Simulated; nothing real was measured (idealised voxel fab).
Process module, titled voxel double patterning
In the cross-section labelled cut, the width is 180 nm and each square cell is 5 nm.
In this document a cross-section is written as a grid of square cells. It is given as a series of bands, listed from the top down, and a band is one or more rows of cells.
It is stipulated that each band's entry specify, in nanometres, the height of the top of the band and then that of its bottom, followed by the materials of the band in left-to-right sequence, each together with its width in nanometres. A single material marked by the word "full width" is understood to fill the band from edge to edge; the word "empty" is understood to denote empty space.
All heights in this document are referenced to 0, defined as the level beneath which the wafer, as received, consists entirely of one material. The lowest band is not bounded below; it extends indefinitely downward and is written in the form "0 and below".
Read "30..40" as a graded width: first number on top, second number at the bottom, same change between each pair of neighbouring rows.
Where a step carries "nothing different", the cross-section came out of it unchanged, cell for cell.
Each empty space that has no open way to the top and spans at least 8 cells appears under "Completely enclosed voids" as width x height at distance, the distance counted from the left edge, all in nm.
What comes after the settings on a step's line is commentary from the simulator itself on that step.
overlay nm: how far to the right of its planned place the mask lay on this masked step (negative: to the left).

-- Process steps foreseen in the plan
1) op RECEIVE | material Si
2) op CONFORMAL_DEP | material SiO2 | thk nm 10
3) op DIRECTIONAL_DEP | material polySi | thk nm 20
4) op DIRECTIONAL_DEP | material SiN | thk nm 5
5) op DIRECTIONAL_DEP | material aC | thk nm 10
6) op PATTERN | tone open | mask id FIRST | material resist | width nm 15 | pitch nm 50 | thk nm 25 | overlay nm 0
7) op DIRECTIONAL_ETCH | etch materials aC | depth nm 10
8) op STRIP | etch materials resist
9) op DIRECTIONAL_ETCH | etch materials SiN | depth nm 5
10) op STRIP | etch materials aC
11) op DIRECTIONAL_DEP | material aC | thk nm 15
12) op PATTERN | tone open | mask id SECOND | material resist | width nm 15 | pitch nm 50 | thk nm 30 | overlay nm 0
13) op DIRECTIONAL_ETCH | etch materials aC | depth nm 15
14) op STRIP | etch materials resist
15) op DIRECTIONAL_ETCH | etch materials SiN | depth nm 5
16) op STRIP | etch materials aC
17) op DIRECTIONAL_ETCH | etch materials polySi | depth nm 20
18) op STRIP | etch materials SiN

-- Step 1 complete: cross-section of the wafer as received
	0 and below: Si full width
	Completely enclosed voids: none

-- Wafer cross-section at end of module: start and plan as shown above, one execution error
	30 down to 20: 30 of polySi, 15 of empty, 10 of polySi, 15 of empty, 10 of polySi, 15 of empty, 10 of polySi, 15 of empty, 10 of polySi, 15 of empty, 35 of polySi
	20 down to 10: polySi full width
	10 down to 0: SiO2 full width
	0 and below: Si full width
	Completely enclosed voids: none
So what did we get wrong on this run? step 17, actual vs plan mismatch, actual run op DIRECTIONAL_ETCH | etch materials polySi | depth nm 10
